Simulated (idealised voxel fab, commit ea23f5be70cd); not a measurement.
Herein follows the process module entitled voxel capacitor over wiring.
The cross-section shown here is cut; it is 170 nm wide and divided into square cells measuring 5 nm on a side.
Cross-section spec: square-cell grid; bands listed top down; each band is one or more rows.
Each band's line starts with the height of the band's top and of its bottom, in nm. Then come its materials from left to right, each with its width in nm. One material with "everywhere" fills the band from edge to edge. "empty" is empty space.
Heights are reckoned from 0. Under this level, the received wafer is all of one material. The bottommost band is open-ended downward, for example "0 and below".
Per-row width for "30..40": begins at first number (top row of band), ends at second number (bottom row), increment between rows held constant.
Reading "identical to before" for a step: not a cell of the cross-section changed in it.
"Sealed void listing" means: voids of 8 cells or more that are shut off from the top with no open way through. Written width x height at distance, distance from the left edge, in nm.
On each step's line, the part that comes after the settings is the simulator's own comment on the step.
overlay nm, on a step with a mask: how far to the right of its planned place the mask lay; to the left if negative

## Set out below are the planned steps of the process
1 RECEIVE (material Si)
2 CONFORMAL_DEP (material SiO2; thk nm 10)
3 CONFORMAL_DEP (material SiN; thk nm 5)
4 DIRECTIONAL_DEP (material lowk; thk nm 20)
5 PATTERN (tone open; mask id METAL_1; material resist; width nm 25; pitch nm 90; thk nm 20; overlay nm 0)
6 DIRECTIONAL_ETCH (etch materials lowk; depth nm 20)
7 DIRECTIONAL_ETCH (etch materials SiN; depth nm 5)
8 STRIP (etch materials resist)
9 CONFORMAL_DEP (material TiN; thk nm 5)
10 FILL_DEP (material Ru; thk nm 5)
11 CMP (height nm 35)
12 CONFORMAL_DEP (material SiCN; thk nm 5)
13 DIRECTIONAL_DEP (material lowk; thk nm 20)
14 MASKED_ETCH (tone open; mask id PLUG_1; width nm 15; etch materials lowk; depth nm 20; overlay nm 0)
15 MASKED_ETCH (tone open; mask id PLUG_1; width nm 15; etch materials SiCN; depth nm 5; overlay nm 0)
16 CONFORMAL_DEP (material TiN; thk nm 5)
17 FILL_DEP (material Ru; thk nm 5)
18 CMP (height nm 60)
19 DIRECTIONAL_DEP (material TiN; thk nm 5)
20 DIRECTIONAL_DEP (material SiN; thk nm 5)
21 DIRECTIONAL_DEP (material TiN; thk nm 10)
22 MASKED_ETCH (tone cover; mask id UPPER_PLATE; width nm 70; etch materials TiN; depth nm 10; overlay nm 0)
23 MASKED_ETCH (tone cover; mask id UPPER_PLATE; width nm 70; etch materials SiN; depth nm 5; overlay nm 0)
24 MASKED_ETCH (tone cover; mask id LOWER_PLATE; width nm 80; etch materials TiN; depth nm 5; overlay nm 0)
25 FILL_DEP (material SiO2; thk nm 20)
26 CMP (height nm 95)
27 PATTERN (tone open; mask id PLUG_2; material resist; width nm 15; thk nm 15; overlay nm 0)
28 DIRECTIONAL_ETCH (etch materials SiO2; depth nm 15)
29 STRIP (etch materials resist)
30 CONFORMAL_DEP (material TiN; thk nm 5)
31 FILL_DEP (material Ru; thk nm 5)
32 CMP (height nm 95)
33 CONFORMAL_DEP (material SiCN; thk nm 5)

## The first of a set of two wafers, run to plan

## Cross-section of the wafer upon arrival, representing the state reached after step 1
0 and below  Si everywhere
Sealed void listing: none

## The wafer in cross-section once step 2 is complete
10 down to 0  SiO2 everywhere
Everything below 0 is unchanged.

## The wafer in cross-section once step 3 is complete
15 down to 10  SiN everywhere
Everything below 10 is unchanged.

## The wafer in cross-section once step 4 is complete
35 down to 15  lowk everywhere
Everything below 15 is unchanged.

## The wafer in cross-section once step 5 is complete
55 down to 35  resist 25 nm, then empty 25 nm, then resist 65 nm, then empty 25 nm, then resist 30 nm
Everything below 35 is unchanged.

## The wafer in cross-section once step 6 is complete
55 down to 35  resist 25 nm, then empty 25 nm, then resist 65 nm, then empty 25 nm, then resist 30 nm
35 down to 15  lowk 25 nm, then empty 25 nm, then lowk 65 nm, then empty 25 nm, then lowk 30 nm
Everything below 15 is unchanged.

## The wafer in cross-section once step 7 is complete
55 down to 35  resist 25 nm, then empty 25 nm, then resist 65 nm, then empty 25 nm, then resist 30 nm
35 down to 15  lowk 25 nm, then empty 25 nm, then lowk 65 nm, then empty 25 nm, then lowk 30 nm
15 down to 10  SiN 25 nm, then empty 25 nm, then SiN 65 nm, then empty 25 nm, then SiN 30 nm
Everything below 10 is unchanged.

## The wafer in cross-section once step 8 is complete
35 down to 15  lowk 25 nm, then empty 25 nm, then lowk 65 nm, then empty 25 nm, then lowk 30 nm
Everything below 15 is unchanged.

## The wafer in cross-section once step 9 is complete
40 down to 35  TiN 30 nm, then empty 15 nm, then TiN 75 nm, then empty 15 nm, then TiN 35 nm
35 down to 15  lowk 25 nm, then TiN 5 nm, then empty 15 nm, then TiN 5 nm, then lowk 65 nm, then TiN 5 nm, then empty 15 nm, then TiN 5 nm, then lowk 30 nm
15 down to 10  SiN 25 nm, then TiN 25 nm, then SiN 65 nm, then TiN 25 nm, then SiN 30 nm
Everything below 10 is unchanged.

## The wafer in cross-section once step 10 is complete
45 down to 40  Ru everywhere
40 down to 35  TiN 30 nm, then Ru 15 nm, then TiN 75 nm, then Ru 15 nm, then TiN 35 nm
35 down to 15  lowk 25 nm, then TiN 5 nm, then Ru 15 nm, then TiN 5 nm, then lowk 65 nm, then TiN 5 nm, then Ru 15 nm, then TiN 5 nm, then lowk 30 nm
Everything below 15 is unchanged.

## The wafer in cross-section once step 11 is complete
35 down to 15  lowk 25 nm, then TiN 5 nm, then Ru 15 nm, then TiN 5 nm, then lowk 65 nm, then TiN 5 nm, then Ru 15 nm, then TiN 5 nm, then lowk 30 nm
Everything below 15 is unchanged.

## The wafer in cross-section once step 12 is complete
40 down to 35  SiCN everywhere
Everything below 35 is unchanged.

## The wafer in cross-section once step 13 is complete
60 down to 40  lowk everywhere
Everything below 40 is unchanged.

## The wafer in cross-section once step 14 is complete
60 down to 40  lowk 35 nm, then empty 15 nm, then lowk 120 nm
Everything below 40 is unchanged.

## The wafer in cross-section once step 15 is complete
60 down to 40  lowk 35 nm, then empty 15 nm, then lowk 120 nm
40 down to 35  SiCN 35 nm, then empty 15 nm, then SiCN 120 nm
Everything below 35 is unchanged.

## The wafer in cross-section once step 16 is complete
65 down to 60  TiN 40 nm, then empty 5 nm, then TiN 125 nm
60 down to 40  lowk 35 nm, then TiN 5 nm, then empty 5 nm, then TiN 5 nm, then lowk 120 nm
40 down to 35  SiCN 35 nm, then TiN 15 nm, then SiCN 120 nm
Everything below 35 is unchanged.

## The wafer in cross-section once step 17 is complete
70 down to 65  Ru everywhere
65 down to 60  TiN 40 nm, then Ru 5 nm, then TiN 125 nm
60 down to 40  lowk 35 nm, then TiN 5 nm, then Ru 5 nm, then TiN 5 nm, then lowk 120 nm
Everything below 40 is unchanged.

## The wafer in cross-section once step 18 is complete
60 down to 40  lowk 35 nm, then TiN 5 nm, then Ru 5 nm, then TiN 5 nm, then lowk 120 nm
Everything below 40 is unchanged.

## The wafer in cross-section once step 19 is complete
65 down to 60  TiN everywhere
Everything below 60 is unchanged.

## The wafer in cross-section once step 20 is complete
70 down to 65  SiN everywhere
Everything below 65 is unchanged.

## The wafer in cross-section once step 21 is complete
80 down to 70  TiN everywhere
Everything below 70 is unchanged.

## The wafer in cross-section once step 22 is complete
80 down to 70  empty 35 nm, then TiN 70 nm, then empty 65 nm
Everything below 70 is unchanged.

## The wafer in cross-section once step 23 is complete
80 down to 70  empty 35 nm, then TiN 70 nm, then empty 65 nm
70 down to 65  empty 35 nm, then SiN 70 nm, then empty 65 nm
Everything below 65 is unchanged.

## The wafer in cross-section once step 24 is complete
80 down to 70  empty 35 nm, then TiN 70 nm, then empty 65 nm
70 down to 65  empty 35 nm, then SiN 70 nm, then empty 65 nm
65 down to 60  empty 30 nm, then TiN 80 nm, then empty 60 nm
Everything below 60 is unchanged.

## The wafer in cross-section once step 25 is complete
100 down to 80  SiO2 everywhere
80 down to 70  SiO2 35 nm, then TiN 70 nm, then SiO2 65 nm
70 down to 65  SiO2 35 nm, then SiN 70 nm, then SiO2 65 nm
65 down to 60  SiO2 30 nm, then TiN 80 nm, then SiO2 60 nm
Everything below 60 is unchanged.

## The wafer in cross-section once step 26 is complete
95 down to 80  SiO2 everywhere
Everything below 80 is unchanged.

## The wafer in cross-section once step 27 is complete
110 down to 95  resist 45 nm, then empty 15 nm, then resist 110 nm
Everything below 95 is unchanged.

## The wafer in cross-section once step 28 is complete
110 down to 95  resist 45 nm, then empty 15 nm, then resist 110 nm
95 down to 80  SiO2 45 nm, then empty 15 nm, then SiO2 110 nm
Everything below 80 is unchanged.

## The wafer in cross-section once step 29 is complete
95 down to 80  SiO2 45 nm, then empty 15 nm, then SiO2 110 nm
Everything below 80 is unchanged.

## The wafer in cross-section once step 30 is complete
100 down to 95  TiN 50 nm, then empty 5 nm, then TiN 115 nm
95 down to 85  SiO2 45 nm, then TiN 5 nm, then empty 5 nm, then TiN 5 nm, then SiO2 110 nm
85 down to 80  SiO2 45 nm, then TiN 15 nm, then SiO2 110 nm
Everything below 80 is unchanged.

## The wafer in cross-section once step 31 is complete
105 down to 100  Ru everywhere
100 down to 95  TiN 50 nm, then Ru 5 nm, then TiN 115 nm
95 down to 85  SiO2 45 nm, then TiN 5 nm, then Ru 5 nm, then TiN 5 nm, then SiO2 110 nm
Everything below 85 is unchanged.

## The wafer in cross-section once step 32 is complete
95 down to 85  SiO2 45 nm, then TiN 5 nm, then Ru 5 nm, then TiN 5 nm, then SiO2 110 nm
Everything below 85 is unchanged.

## The wafer in cross-section once step 33 is complete
100 down to 95  SiCN everywhere
Everything below 95 is unchanged.

## Here the second wafer is described. Its start and its plan were those of the first wafer. Its run contained one mistake. Up to and including step 2, it did exactly what the first wafer did

Cross-section, second wafer, at the end time the plan gives for step 3: identical to before

## Cross-section, second wafer, at the end time the plan gives for step 4
30 down to 10  lowk everywhere
Everything below 10 is unchanged.

## Cross-section, second wafer, at the end time the plan gives for step 5
50 down to 30  resist 25 nm, then empty 25 nm, then resist 65 nm, then empty 25 nm, then resist 30 nm
Everything below 30 is unchanged.

## Cross-section, second wafer, at the end time the plan gives for step 6
50 down to 30  resist 25 nm, then empty 25 nm, then resist 65 nm, then empty 25 nm, then resist 30 nm
30 down to 10  lowk 25 nm, then empty 25 nm, then lowk 65 nm, then empty 25 nm, then lowk 30 nm
Everything below 10 is unchanged.

Cross-section, second wafer, at the end time the plan gives for step 7: identical to before

## Cross-section, second wafer, at the end time the plan gives for step 8
30 down to 10  lowk 25 nm, then empty 25 nm, then lowk 65 nm, then empty 25 nm, then lowk 30 nm
Everything below 10 is unchanged.

## Cross-section, second wafer, at the end time the plan gives for step 9
35 down to 30  TiN 30 nm, then empty 15 nm, then TiN 75 nm, then empty 15 nm, then TiN 35 nm
30 down to 15  lowk 25 nm, then TiN 5 nm, then empty 15 nm, then TiN 5 nm, then lowk 65 nm, then TiN 5 nm, then empty 15 nm, then TiN 5 nm, then lowk 30 nm
15 down to 10  lowk 25 nm, then TiN 25 nm, then lowk 65 nm, then TiN 25 nm, then lowk 30 nm
Everything below 10 is unchanged.

## Cross-section, second wafer, at the end time the plan gives for step 10
40 down to 35  Ru everywhere
35 down to 30  TiN 30 nm, then Ru 15 nm, then TiN 75 nm, then Ru 15 nm, then TiN 35 nm
30 down to 15  lowk 25 nm, then TiN 5 nm, then Ru 15 nm, then TiN 5 nm, then lowk 65 nm, then TiN 5 nm, then Ru 15 nm, then TiN 5 nm, then lowk 30 nm
Everything below 15 is unchanged.

## Cross-section, second wafer, at the end time the plan gives for step 11
35 down to 30  TiN 30 nm, then Ru 15 nm, then TiN 75 nm, then Ru 15 nm, then TiN 35 nm
Everything below 30 is unchanged.

## Cross-section, second wafer, at the end time the plan gives for step 12
40 down to 35  SiCN everywhere
Everything below 35 is unchanged.

## Cross-section, second wafer, at the end time the plan gives for step 13
60 down to 40  lowk everywhere
Everything below 40 is unchanged.

## Cross-section, second wafer, at the end time the plan gives for step 14
60 down to 40  lowk 35 nm, then empty 15 nm, then lowk 120 nm
Everything below 40 is unchanged.

## Cross-section, second wafer, at the end time the plan gives for step 15
60 down to 40  lowk 35 nm, then empty 15 nm, then lowk 120 nm
40 down to 35  SiCN 35 nm, then empty 15 nm, then SiCN 120 nm
Everything below 35 is unchanged.

## Cross-section, second wafer, at the end time the plan gives for step 16
65 down to 60  TiN 40 nm, then empty 5 nm, then TiN 125 nm
60 down to 40  lowk 35 nm, then TiN 5 nm, then empty 5 nm, then TiN 5 nm, then lowk 120 nm
40 down to 35  SiCN 35 nm, then TiN 15 nm, then SiCN 120 nm
Everything below 35 is unchanged.

## Cross-section, second wafer, at the end time the plan gives for step 17
70 down to 65  Ru everywhere
65 down to 60  TiN 40 nm, then Ru 5 nm, then TiN 125 nm
60 down to 40  lowk 35 nm, then TiN 5 nm, then Ru 5 nm, then TiN 5 nm, then lowk 120 nm
Everything below 40 is unchanged.

## Cross-section, second wafer, at the end time the plan gives for step 18
60 down to 40  lowk 35 nm, then TiN 5 nm, then Ru 5 nm, then TiN 5 nm, then lowk 120 nm
Everything below 40 is unchanged.

## Cross-section, second wafer, at the end time the plan gives for step 19
65 down to 60  TiN everywhere
Everything below 60 is unchanged.

## Cross-section, second wafer, at the end time the plan gives for step 20
70 down to 65  SiN everywhere
Everything below 65 is unchanged.

## Cross-section, second wafer, at the end time the plan gives for step 21
80 down to 70  TiN everywhere
Everything below 70 is unchanged.

## Cross-section, second wafer, at the end time the plan gives for step 22
80 down to 70  empty 35 nm, then TiN 70 nm, then empty 65 nm
Everything below 70 is unchanged.

## Cross-section, second wafer, at the end time the plan gives for step 23
80 down to 70  empty 35 nm, then TiN 70 nm, then empty 65 nm
70 down to 65  empty 35 nm, then SiN 70 nm, then empty 65 nm
Everything below 65 is unchanged.

## Cross-section, second wafer, at the end time the plan gives for step 24
80 down to 70  empty 35 nm, then TiN 70 nm, then empty 65 nm
70 down to 65  empty 35 nm, then SiN 70 nm, then empty 65 nm
65 down to 60  empty 30 nm, then TiN 80 nm, then empty 60 nm
Everything below 60 is unchanged.

## Cross-section, second wafer, at the end time the plan gives for step 25
100 down to 80  SiO2 everywhere
80 down to 70  SiO2 35 nm, then TiN 70 nm, then SiO2 65 nm
70 down to 65  SiO2 35 nm, then SiN 70 nm, then SiO2 65 nm
65 down to 60  SiO2 30 nm, then TiN 80 nm, then SiO2 60 nm
Everything below 60 is unchanged.

## Cross-section, second wafer, at the end time the plan gives for step 26
95 down to 80  SiO2 everywhere
Everything below 80 is unchanged.

## Cross-section, second wafer, at the end time the plan gives for step 27
110 down to 95  resist 45 nm, then empty 15 nm, then resist 110 nm
Everything below 95 is unchanged.

## Cross-section, second wafer, at the end time the plan gives for step 28
110 down to 95  resist 45 nm, then empty 15 nm, then resist 110 nm
95 down to 80  SiO2 45 nm, then empty 15 nm, then SiO2 110 nm
Everything below 80 is unchanged.

## Cross-section, second wafer, at the end time the plan gives for step 29
95 down to 80  SiO2 45 nm, then empty 15 nm, then SiO2 110 nm
Everything below 80 is unchanged.

## Cross-section, second wafer, at the end time the plan gives for step 30
100 down to 95  TiN 50 nm, then empty 5 nm, then TiN 115 nm
95 down to 85  SiO2 45 nm, then TiN 5 nm, then empty 5 nm, then TiN 5 nm, then SiO2 110 nm
85 down to 80  SiO2 45 nm, then TiN 15 nm, then SiO2 110 nm
Everything below 80 is unchanged.

## Cross-section, second wafer, at the end time the plan gives for step 31
105 down to 100  Ru everywhere
100 down to 95  TiN 50 nm, then Ru 5 nm, then TiN 115 nm
95 down to 85  SiO2 45 nm, then TiN 5 nm, then Ru 5 nm, then TiN 5 nm, then SiO2 110 nm
Everything below 85 is unchanged.

## Cross-section, second wafer, at the end time the plan gives for step 32
95 down to 85  SiO2 45 nm, then TiN 5 nm, then Ru 5 nm, then TiN 5 nm, then SiO2 110 nm
Everything below 85 is unchanged.

## Cross-section, second wafer, at the end time the plan gives for step 33
100 down to 95  SiCN everywhere
Everything below 95 is unchanged.
Finding, execution versus plan: step 3 of the plan never got run, it was skipped over
Upon completion, the second wafer contains, in terms of cells, a greater or smaller amount of certain materials than the first wafer: SiN: 24 fewer, TiN: 24 more
